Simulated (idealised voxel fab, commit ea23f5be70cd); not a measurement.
The following process module bears the name voxel trench capacitor.
This is section cut - it's 245 nm across, gridded in 5 nm square cells.
Cross-section = grid of square cells, listed top down in bands; band = one or more rows.
The band entry comprises the height of the band's top followed by the height of its bottom, expressed in nm, and subsequently the band's materials from left to right, each stated together with its width in nm. Where a single material is marked with the word "throughout", that material fills the band from edge to edge. The word "empty" represents empty space.
We count height from 0. Below that, the starting wafer is all one material. The lowest band never ends at the bottom but goes on down; see "0 -> down" for how that is written.
Think of "30..40" as a width that walks from the first number to the second as you go down the band, top row to bottom row, taking equal-sized steps from row to row.
Where the words "nothing different" appear for a step, the cross-section shows no cell changed by that step; every cell remained as before.
"Closed void list" means: voids of 8 cells or more that are shut off from the top with no open way through. Written width x height at distance, distance from the left edge, in nm.
Anything after a step's settings on that line? It's the simulator's own note about the step.
A step line may carry the setting "overlay nm", which, for steps involving a mask, states the distance by which the mask lay to the right of its intended position; negative values denote displacement to the left.
The steps planned for the process are as follows:
| 1 | RECEIVE with material Si |
| 2 | CONFORMAL_DEP with material SiN, thk nm 5 |
| 3 | DIRECTIONAL_DEP with material aC, thk nm 15 |
| 4 | PATTERN with tone open, mask id TRENCH, material resist, width nm 15, pitch nm 35, thk nm 35, overlay nm 0 |
| 5 | DIRECTIONAL_ETCH with etch materials aC, depth nm 15 |
| 6 | STRIP with etch materials resist |
| 7 | DIRECTIONAL_ETCH with etch materials SiN, depth nm 5 |
| 8 | DIRECTIONAL_ETCH with etch materials Si, depth nm 35 |
| 9 | STRIP with etch materials aC |
| 10 | CONFORMAL_DEP with material SiO2, thk nm 5 |
| 11 | FILL_DEP with material polySi, thk nm 10 |
| 12 | CMP with height nm 5 |
Cross-section: wafer on arrival = after step 1:
	0 -> down | Si throughout
	Closed void list: none
Same starting wafer, same plan as above, one mistake in the execution; this is the cross-section at the end of the module:
	5 -> 0 | SiN=95; SiO2=5; polySi=5; SiO2=5; SiN=20; SiO2=5; polySi=5; SiO2=5; SiN=100
	0 -> -25 | Si=95; SiO2=5; polySi=5; SiO2=5; Si=20; SiO2=5; polySi=5; SiO2=5; Si=100
	-25 -> -30 | Si=95; SiO2=15; Si=20; SiO2=15; Si=100
	-30 -> down | Si throughout
	Closed void list: none
Diagnosis: the process deviated at step 8: the operation and settings actually run there were DIRECTIONAL_ETCH with etch materials Si, depth nm 30
